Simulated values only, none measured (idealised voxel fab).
process module | voxel self aligned vias
cross-section cut | 255 nm wide | cells 5 nm
A cross-section is a grid of square cells, given in bands from the top down. A band is one or more rows of cells.
Each band's line starts with the height of the band's top and of its bottom, in nm. Then come its materials from left to right, each with its width in nm. One material with "throughout" fills the band from edge to edge. "air" is empty space.
Height 0 is the level under which the wafer as received is all one material. The lowest band goes on downwards, as in "0 down".
A width such as "30 to 40" changes by the same amount from each row of cells to the next, from the band's top row to its bottom row.
"no change" after a step means that no cell of the cross-section changed.
closed voids: empty space of 8 cells or more with no open way to the top, each as width x height at its distance from the left edge, in nm
after a step's settings: what the simulator itself notes on the step
overlay nm, on a step with a mask: how far to the right of its planned place the mask lay; to the left if negative
plan
1 op RECEIVE | material Si
2 op CONFORMAL_DEP | material SiO2 | thk nm 10
3 op CONFORMAL_DEP | material SiCN | thk nm 5
4 op DIRECTIONAL_DEP | material SiO2 | thk nm 20
5 op DIRECTIONAL_DEP | material aC | thk nm 15
6 op PATTERN | tone open | mask id LINES | material resist | width nm 30 | pitch nm 55 | thk nm 35 | overlay nm 0
7 op DIRECTIONAL_ETCH | etch materials aC | depth nm 15
8 op STRIP | etch materials resist
9 op DIRECTIONAL_ETCH | etch materials SiO2 | depth nm 20
10 op STRIP | etch materials aC
11 op CONFORMAL_DEP | material TiN | thk nm 5
12 op FILL_DEP | material Ru | thk nm 5
13 op CMP | height nm 35
14 op SELECTIVE_ETCH | etch materials W Ru TiN | depth nm 5
15 op FILL_DEP | material SiN | thk nm 10
16 op CMP | height nm 35
17 op DIRECTIONAL_DEP | material SiO2 | thk nm 20
18 op PATTERN | tone open | mask id VIAS | material resist | width nm 40 | pitch nm 110 | thk nm 20 | overlay nm 0
19 op DIRECTIONAL_ETCH | etch materials SiO2 | depth nm 20
20 op DIRECTIONAL_ETCH | etch materials SiN | depth nm 5
21 op STRIP | etch materials resist
22 op CONFORMAL_DEP | material TiN | thk nm 5
23 op FILL_DEP | material W | thk nm 5
24 op CMP | height nm 55
25 op CONFORMAL_DEP | material SiCN | thk nm 5
first wafer, as planned
as received, after step 1
  0 down: Si throughout
  closed voids: none
after step 2
  10 to 0: SiO2 throughout
  below 0: unchanged
after step 3
  15 to 10: SiCN throughout
  below 10: unchanged
after step 4
  35 to 15: SiO2 throughout
  below 15: unchanged
after step 5
  50 to 35: aC throughout
  below 35: unchanged
after step 6
  85 to 50: resist 55 | air 30 | resist 25 | air 30 | resist 25 | air 30 | resist 60
  below 50: unchanged
after step 7
  70 to 50: resist 55 | air 30 | resist 25 | air 30 | resist 25 | air 30 | resist 60
  50 to 35: aC 55 | air 30 | aC 25 | air 30 | aC 25 | air 30 | aC 60
  below 35: unchanged
after step 8
  50 to 35: aC 55 | air 30 | aC 25 | air 30 | aC 25 | air 30 | aC 60
  below 35: unchanged
after step 9
  50 to 35: aC 55 | air 30 | aC 25 | air 30 | aC 25 | air 30 | aC 60
  35 to 15: SiO2 55 | air 30 | SiO2 25 | air 30 | SiO2 25 | air 30 | SiO2 60
  below 15: unchanged
after step 10
  35 to 15: SiO2 55 | air 30 | SiO2 25 | air 30 | SiO2 25 | air 30 | SiO2 60
  below 15: unchanged
after step 11
  40 to 35: TiN 60 | air 20 | TiN 35 | air 20 | TiN 35 | air 20 | TiN 65
  35 to 20: SiO2 55 | TiN 5 | air 20 | TiN 5 | SiO2 25 | TiN 5 | air 20 | TiN 5 | SiO2 25 | TiN 5 | air 20 | TiN 5 | SiO2 60
  20 to 15: SiO2 55 | TiN 30 | SiO2 25 | TiN 30 | SiO2 25 | TiN 30 | SiO2 60
  below 15: unchanged
after step 12
  45 to 40: Ru throughout
  40 to 35: TiN 60 | Ru 20 | TiN 35 | Ru 20 | TiN 35 | Ru 20 | TiN 65
  35 to 20: SiO2 55 | TiN 5 | Ru 20 | TiN 5 | SiO2 25 | TiN 5 | Ru 20 | TiN 5 | SiO2 25 | TiN 5 | Ru 20 | TiN 5 | SiO2 60
  below 20: unchanged
after step 13
  35 to 20: SiO2 55 | TiN 5 | Ru 20 | TiN 5 | SiO2 25 | TiN 5 | Ru 20 | TiN 5 | SiO2 25 | TiN 5 | Ru 20 | TiN 5 | SiO2 60
  below 20: unchanged
after step 14
  35 to 30: SiO2 55 | air 30 | SiO2 25 | air 30 | SiO2 25 | air 30 | SiO2 60
  below 30: unchanged
after step 15
  45 to 35: SiN throughout
  35 to 30: SiO2 55 | SiN 30 | SiO2 25 | SiN 30 | SiO2 25 | SiN 30 | SiO2 60
  below 30: unchanged
after step 16
  35 to 30: SiO2 55 | SiN 30 | SiO2 25 | SiN 30 | SiO2 25 | SiN 30 | SiO2 60
  below 30: unchanged
after step 17
  55 to 35: SiO2 throughout
  below 35: unchanged
after step 18
  75 to 55: resist 50 | air 40 | resist 70 | air 40 | resist 55
  below 55: unchanged
after step 19
  75 to 55: resist 50 | air 40 | resist 70 | air 40 | resist 55
  55 to 35: SiO2 50 | air 40 | SiO2 70 | air 40 | SiO2 55
  below 35: unchanged
after step 20
  75 to 55: resist 50 | air 40 | resist 70 | air 40 | resist 55
  55 to 35: SiO2 50 | air 40 | SiO2 70 | air 40 | SiO2 55
  35 to 30: SiO2 55 | air 30 | SiO2 25 | SiN 30 | SiO2 25 | air 30 | SiO2 60
  below 30: unchanged
after step 21
  55 to 35: SiO2 50 | air 40 | SiO2 70 | air 40 | SiO2 55
  below 35: unchanged
after step 22
  60 to 55: TiN 55 | air 30 | TiN 80 | air 30 | TiN 60
  55 to 40: SiO2 50 | TiN 5 | air 30 | TiN 5 | SiO2 70 | TiN 5 | air 30 | TiN 5 | SiO2 55
  40 to 35: SiO2 50 | TiN 10 | air 20 | TiN 10 | SiO2 70 | TiN 10 | air 20 | TiN 10 | SiO2 55
  35 to 30: SiO2 55 | TiN 30 | SiO2 25 | SiN 30 | SiO2 25 | TiN 30 | SiO2 60
  below 30: unchanged
after step 23
  65 to 60: W throughout
  60 to 55: TiN 55 | W 30 | TiN 80 | W 30 | TiN 60
  55 to 40: SiO2 50 | TiN 5 | W 30 | TiN 5 | SiO2 70 | TiN 5 | W 30 | TiN 5 | SiO2 55
  40 to 35: SiO2 50 | TiN 10 | W 20 | TiN 10 | SiO2 70 | TiN 10 | W 20 | TiN 10 | SiO2 55
  below 35: unchanged
after step 24
  55 to 40: SiO2 50 | TiN 5 | W 30 | TiN 5 | SiO2 70 | TiN 5 | W 30 | TiN 5 | SiO2 55
  below 40: unchanged
after step 25
  60 to 55: SiCN throughout
  below 55: unchanged
second wafer: like start, like plan, one mistake. Through step 18 it matches the first wafer
when step 19 should have ended
  75 to 55: resist 50 | air 40 | resist 70 | air 40 | resist 55
  55 to 35: SiO2 50 | air 40 | SiO2 70 | air 40 | SiO2 55
  35 to 30: SiO2 50 | air 5 | SiN 30 | air 5 | SiO2 20 | SiN 30 | SiO2 20 | air 5 | SiN 30 | air 5 | SiO2 55
  30 to 20: SiO2 50 | air 5 | TiN 5 | Ru 20 | TiN 5 | air 5 | SiO2 20 | TiN 5 | Ru 20 | TiN 5 | SiO2 20 | air 5 | TiN 5 | Ru 20 | TiN 5 | air 5 | SiO2 55
  20 to 15: SiO2 50 | air 5 | TiN 30 | air 5 | SiO2 20 | TiN 30 | SiO2 20 | air 5 | TiN 30 | air 5 | SiO2 55
  below 15: unchanged
when step 20 should have ended
  75 to 55: resist 50 | air 40 | resist 70 | air 40 | resist 55
  55 to 35: SiO2 50 | air 40 | SiO2 70 | air 40 | SiO2 55
  35 to 30: SiO2 50 | air 40 | SiO2 20 | SiN 30 | SiO2 20 | air 40 | SiO2 55
  below 30: unchanged
when step 21 should have ended
  55 to 35: SiO2 50 | air 40 | SiO2 70 | air 40 | SiO2 55
  below 35: unchanged
when step 22 should have ended
  60 to 55: TiN 55 | air 30 | TiN 80 | air 30 | TiN 60
  55 to 35: SiO2 50 | TiN 5 | air 30 | TiN 5 | SiO2 70 | TiN 5 | air 30 | TiN 5 | SiO2 55
  35 to 30: SiO2 50 | TiN 40 | SiO2 20 | SiN 30 | SiO2 20 | TiN 40 | SiO2 55
  30 to 20: SiO2 50 | TiN 10 | Ru 20 | TiN 10 | SiO2 20 | TiN 5 | Ru 20 | TiN 5 | SiO2 20 | TiN 10 | Ru 20 | TiN 10 | SiO2 55
  20 to 15: SiO2 50 | TiN 40 | SiO2 20 | TiN 30 | SiO2 20 | TiN 40 | SiO2 55
  below 15: unchanged
when step 23 should have ended
  65 to 60: W throughout
  60 to 55: TiN 55 | W 30 | TiN 80 | W 30 | TiN 60
  55 to 35: SiO2 50 | TiN 5 | W 30 | TiN 5 | SiO2 70 | TiN 5 | W 30 | TiN 5 | SiO2 55
  below 35: unchanged
when step 24 should have ended
  55 to 35: SiO2 50 | TiN 5 | W 30 | TiN 5 | SiO2 70 | TiN 5 | W 30 | TiN 5 | SiO2 55
  below 35: unchanged
when step 25 should have ended
  60 to 55: SiCN throughout
  below 55: unchanged
what went wrong: step 19 was run twice
at the end the second wafer has, in cells: 16 fewer of SiO2 | 12 more of TiN | 4 more of W
